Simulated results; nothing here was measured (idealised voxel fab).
process module | voxel self aligned contacts
Section cut is 240 nm wide and gridded with 5 nm square cells.
Each cross-section below is a grid of square cells, stated as bands in top-down order, with one or more rows of cells making up each band.
Top, bottom (nm), then materials left to right with widths (nm); lone material tagged "everywhere" fills the whole band edge to edge; "blank" = empty space.
The level at which height equals 0 is the one under which the wafer, as it arrives, is entirely one material. No lower edge exists for the bottom band, which continues downward and is notated as in "0 down".
Graded width ("30..40"): value in top row of band = first number; value in bottom row = second number; row-to-row change constant.
When a step is marked "no modifications", none of the cells in the cross-section changed during that step.
Basically, "Voids lacking openings" tells you about the enclosed voids: empty spaces with no open way to the top, 8 cells or bigger, each written width x height at distance, where distance is from the left edge, all in nm.
If you see something after the settings on a step's line, that's the simulator's own remark about that step.
"overlay nm" denotes, for a step that has a mask, the displacement of the mask to the right of its planned place, with negative values corresponding to the left.
Process steps - plan:
1) RECEIVE (material Si)
2) CONFORMAL_DEP (material SiO2; thk nm 5)
3) DIRECTIONAL_DEP (material polySi; thk nm 25)
4) DIRECTIONAL_DEP (material SiN; thk nm 20)
5) DIRECTIONAL_DEP (material aC; thk nm 15)
6) PATTERN (tone cover; mask id GATE; material resist; width nm 35; pitch nm 60; thk nm 30; overlay nm 0)
7) DIRECTIONAL_ETCH (etch materials aC; depth nm 15)
8) STRIP (etch materials resist)
9) DIRECTIONAL_ETCH (etch materials SiN; depth nm 20)
10) DIRECTIONAL_ETCH (etch materials polySi; depth nm 25)
11) STRIP (etch materials aC)
12) CONFORMAL_DEP (material SiN; thk nm 5)
13) DIRECTIONAL_ETCH (etch materials SiN; depth nm 5)
14) FILL_DEP (material SiO2; thk nm 15)
15) CMP (height nm 55)
16) PATTERN (tone open; mask id CONTACT; material resist; width nm 45; thk nm 15; overlay nm 0)
17) DIRECTIONAL_ETCH (etch materials SiO2; depth nm 55)
18) STRIP (etch materials resist)
19) CONFORMAL_DEP (material TiN; thk nm 5)
20) FILL_DEP (material W; thk nm 5)
21) CMP (height nm 55)
22) CONFORMAL_DEP (material SiN; thk nm 5)
Wafer cross-section on receipt, i.e. after step 1:
  0 down = Si everywhere
  Voids lacking openings: none
First wafer of two, sectioned at end of module; run went per plan:
  60 to 55 = SiN everywhere
  55 to 50 = 95 SiO2  20 TiN  5 W  20 TiN  100 SiO2
  50 to 30 = 65 SiO2  45 SiN  5 TiN  5 W  5 TiN  45 SiN  70 SiO2
  30 to 5 = 65 SiO2  5 SiN  35 polySi  5 SiN  5 TiN  5 W  5 TiN  5 SiN  35 polySi  5 SiN  70 SiO2
  5 to 0 = 110 SiO2  15 TiN  115 SiO2
  0 down = Si everywhere
  Voids lacking openings: none
Second wafer of the two, sectioned at the end of the module. It began like the first and followed the same plan, but one mistake was made while running it:
  60 to 55 = SiN everywhere
  55 to 50 = 95 SiO2  10 TiN  5 W  30 TiN  100 SiO2
  50 to 30 = 55 SiO2  45 SiN  5 TiN  5 W  5 TiN  45 SiN  80 SiO2
  30 to 5 = 55 SiO2  5 SiN  35 polySi  5 SiN  5 TiN  5 W  5 TiN  5 SiN  35 polySi  5 SiN  80 SiO2
  5 to 0 = 100 SiO2  15 TiN  125 SiO2
  0 down = Si everywhere
  Voids lacking openings: none
what went wrong: step 6 ran differently from the plan; actual operation with settings: PATTERN (tone cover; mask id GATE; material resist; width nm 35; pitch nm 60; thk nm 30; overlay nm -10)
The two final wafers agree on how many cells each material fills and disagree on which cells those are.
